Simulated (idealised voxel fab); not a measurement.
voxel local oxidation: a process module
145 nm wide, 5 nm square cells: that's cross-section cut.
Each cross-section below is a grid of square cells, stated as bands in top-down order, with one or more rows of cells making up each band.
Per band: top height and bottom height in nm, followed by the left-to-right materials and their widths in nm; "full width" marks a single material spanning edge to edge, "empty" marks empty space.
Note: height 0 marks the level under which the wafer is uniformly one material as received. Lowest band unbounded below, written "z 0 and below".
When a width is written as two numbers, as in "30->40", the first number is the width in the top row of cells of the band and the second is the width in its bottom row, and the width changes by the same amount from each row to the next.
"same as before" -> step changed no cross-section cell.
"Fully sealed cavities": sealed empty spaces, 8 cells or more, no open way to top, listed width x height at distance, with distance from the left edge and width, height and distance in nm.
On a step's line, text after the settings is the simulator commenting on that step.
"overlay nm", when on a step's line for a step with a mask, measures how far to the right of its planned place the mask lay; a negative measure means to the left.
STEPS IN THE PROCESS PLAN
- 1: RECEIVE with material Si
- 2: OXIDIZE with depth nm 5
- 3: CONFORMAL_DEP with material SiN, thk nm 10
- 4: MASKED_ETCH with tone cover, mask id ACTIVE, width nm 110, etch materials SiN, depth nm 10, overlay nm 0
- 5: SELECTIVE_ETCH with etch materials SiO2, depth nm 5
- 6: OXIDIZE with depth nm 15
- 7: STRIP with etch materials SiN
WAFER AS RECEIVED: CROSS-SECTION FOLLOWING STEP 1
- z 0 and below: Si full width
- Fully sealed cavities: none
END-OF-MODULE XS, FIRST OF TWO WAFERS, RUN AS PLANNED
- z 0 to -5: empty 20, SiO2 100, empty 25
- z -5 to -20: SiO2 35, Si 70, SiO2 40
- z -20 and below: Si full width
- Fully sealed cavities: none
THE SECOND WAFER, SHOWN IN CROSS-SECTION AFTER THE MODULE: STARTED THE SAME WAY AS THE FIRST AND GIVEN THE SAME PLAN, YET ONE MISTAKE CREPT INTO HOW IT WAS RUN
- z 0 to -5: SiO2 10, empty 120, SiO2 15
- z -5 to -20: SiO2 full width
- z -20 and below: Si full width
- Fully sealed cavities: none
It is concluded that the wafer was processed incorrectly with respect to the plan, in that it should be noted that step 4 was executed with settings other than those planned, the operation and settings actually applied being MASKED_ETCH with tone open, mask id ACTIVE, width nm 110, etch materials SiN, depth nm 10, overlay nm 0
Heads up, by the end the second wafer has more or fewer cells of some materials compared to the first: Si -42 | SiO2 +27
